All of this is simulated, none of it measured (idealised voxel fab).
You're looking at the process module voxel ribs on slabs.
Section cut is 220 nm wide and gridded with 5 nm square cells.
Bands, listed from the top down, are how a cross-section gets written in this document; the cross-section itself is a grid of square cells, and a band is one or more rows of them. The entry gives the band's vertical extent as a top height and a bottom height in nm, then its horizontal make-up as materials from left to right, each with a width in nm. "blank" stands for empty space; a single material marked "all across" fills the band edge to edge. Heights are expressed relative to 0, this being the level below which the as-received wafer comprises one material exclusively. The lowest band is unbounded in the downward direction and is denoted as in "0 and below". So if you see something like "30->40" for the width, read it as the top row of the band sitting at the first number and the bottom row at the second, with every row in between moving by the same amount as the last. Step note "no modification" = no cross-section cell changed. Any empty space of 8 cells or more lacking an open way to the top shows up in "Enclosed void list" as width x height at distance, distance from the left edge, in nm. Post-settings text on a step line: simulator's own remark regarding the step. The setting "overlay nm" may be written on the line of a step. When the step uses a mask, the value reports how far to the right of the planned place the mask lay, and a negative value reports that it lay to the left.

Planned step list for the process:
1,RECEIVE (material Si)
2,DIRECTIONAL_DEP (material SiO2; thk nm 20)
3,DIRECTIONAL_DEP (material polySi; thk nm 25)
4,PATTERN (tone cover; mask id RIB; material resist; width nm 25; thk nm 20; overlay nm 0)
5,DIRECTIONAL_ETCH (etch materials polySi; depth nm 5)
6,STRIP (etch materials resist)
7,MASKED_ETCH (tone cover; mask id SLAB; width nm 75; etch materials polySi; depth nm 20; overlay nm 0)
8,FILL_DEP (material SiO2; thk nm 20)
9,CMP (height nm 55)
10,DIRECTIONAL_DEP (material W; thk nm 10)
11,DIRECTIONAL_DEP (material aC; thk nm 10)
12,PATTERN (tone cover; mask id HEATER; material resist; width nm 35; thk nm 30; overlay nm 0)
13,DIRECTIONAL_ETCH (etch materials aC; depth nm 10)
14,STRIP (etch materials resist)
15,DIRECTIONAL_ETCH (etch materials W; depth nm 10)
16,STRIP (etch materials aC)
17,CONFORMAL_DEP (material SiN; thk nm 5)

On the first of the two wafers: run conducted according to plan:

Wafer as received: cross-section following step 1:
0 and below = Si all across
Enclosed void list: none

Sectional view: wafer, after step 2:
20 down to 0 = SiO2 all across
No changes below 0.

Sectional view: wafer, after step 3:
45 down to 20 = polySi all across
No changes below 20.

Sectional view: wafer, after step 4:
65 down to 45 = 95 blank | 25 resist | 100 blank
No changes below 45.

Sectional view: wafer, after step 5:
65 down to 45 = 95 blank | 25 resist | 100 blank
45 down to 40 = 95 blank | 25 polySi | 100 blank
No changes below 40.

Sectional view: wafer, after step 6:
45 down to 40 = 95 blank | 25 polySi | 100 blank
No changes below 40.

Sectional view: wafer, after step 7:
45 down to 40 = 95 blank | 25 polySi | 100 blank
40 down to 20 = 70 blank | 75 polySi | 75 blank
No changes below 20.

Sectional view: wafer, after step 8:
65 down to 45 = SiO2 all across
45 down to 40 = 95 SiO2 | 25 polySi | 100 SiO2
40 down to 20 = 70 SiO2 | 75 polySi | 75 SiO2
No changes below 20.

Sectional view: wafer, after step 9:
55 down to 45 = SiO2 all across
No changes below 45.

Sectional view: wafer, after step 10:
65 down to 55 = W all across
No changes below 55.

Sectional view: wafer, after step 11:
75 down to 65 = aC all across
No changes below 65.

Sectional view: wafer, after step 12:
105 down to 75 = 90 blank | 35 resist | 95 blank
No changes below 75.

Sectional view: wafer, after step 13:
95 down to 75 = 90 blank | 35 resist | 95 blank
75 down to 65 = 90 blank | 35 aC | 95 blank
No changes below 65.

Sectional view: wafer, after step 14:
75 down to 65 = 90 blank | 35 aC | 95 blank
No changes below 65.

Sectional view: wafer, after step 15:
75 down to 65 = 90 blank | 35 aC | 95 blank
65 down to 55 = 90 blank | 35 W | 95 blank
No changes below 55.

Sectional view: wafer, after step 16:
65 down to 55 = 90 blank | 35 W | 95 blank
No changes below 55.

Sectional view: wafer, after step 17:
70 down to 65 = 85 blank | 45 SiN | 90 blank
65 down to 60 = 85 blank | 5 SiN | 35 W | 5 SiN | 90 blank
60 down to 55 = 90 SiN | 35 W | 95 SiN
No changes below 55.

Second wafer: same start and same plan as the first, one execution error; identical to the first through step 6:

Cross-section of the second wafer at the time by which step 7 should have been completed according to the plan:
40 down to 25 = 70 polySi | 75 blank | 75 polySi
25 down to 20 = 70 polySi | 25 blank | 25 polySi | 25 blank | 75 polySi
No changes below 20.

Cross-section of the second wafer at the time by which step 8 should have been completed according to the plan:
60 down to 40 = SiO2 all across
40 down to 25 = 70 polySi | 75 SiO2 | 75 polySi
25 down to 20 = 70 polySi | 25 SiO2 | 25 polySi | 25 SiO2 | 75 polySi
No changes below 20.

Cross-section of the second wafer at the time by which step 9 should have been completed according to the plan:
55 down to 40 = SiO2 all across
No changes below 40.

Cross-section of the second wafer at the time by which step 10 should have been completed according to the plan:
65 down to 55 = W all across
No changes below 55.

Cross-section of the second wafer at the time by which step 11 should have been completed according to the plan:
75 down to 65 = aC all across
No changes below 65.

Cross-section of the second wafer at the time by which step 12 should have been completed according to the plan:
105 down to 75 = 90 blank | 35 resist | 95 blank
No changes below 75.

Cross-section of the second wafer at the time by which step 13 should have been completed according to the plan:
95 down to 75 = 90 blank | 35 resist | 95 blank
75 down to 65 = 90 blank | 35 aC | 95 blank
No changes below 65.

Cross-section of the second wafer at the time by which step 14 should have been completed according to the plan:
75 down to 65 = 90 blank | 35 aC | 95 blank
No changes below 65.

Cross-section of the second wafer at the time by which step 15 should have been completed according to the plan:
75 down to 65 = 90 blank | 35 aC | 95 blank
65 down to 55 = 90 blank | 35 W | 95 blank
No changes below 55.

Cross-section of the second wafer at the time by which step 16 should have been completed according to the plan:
65 down to 55 = 90 blank | 35 W | 95 blank
No changes below 55.

Cross-section of the second wafer at the time by which step 17 should have been completed according to the plan:
70 down to 65 = 85 blank | 45 SiN | 90 blank
65 down to 60 = 85 blank | 5 SiN | 35 W | 5 SiN | 90 blank
60 down to 55 = 90 SiN | 35 W | 95 SiN
No changes below 55.
Processing error: so step 7 ended up running with a different setting than we planned, it ran as MASKED_ETCH (tone open; mask id SLAB; width nm 75; etch materials polySi; depth nm 20; overlay nm 0)
at the end the second wafer has, in cells: -56 SiO2; +56 polySi
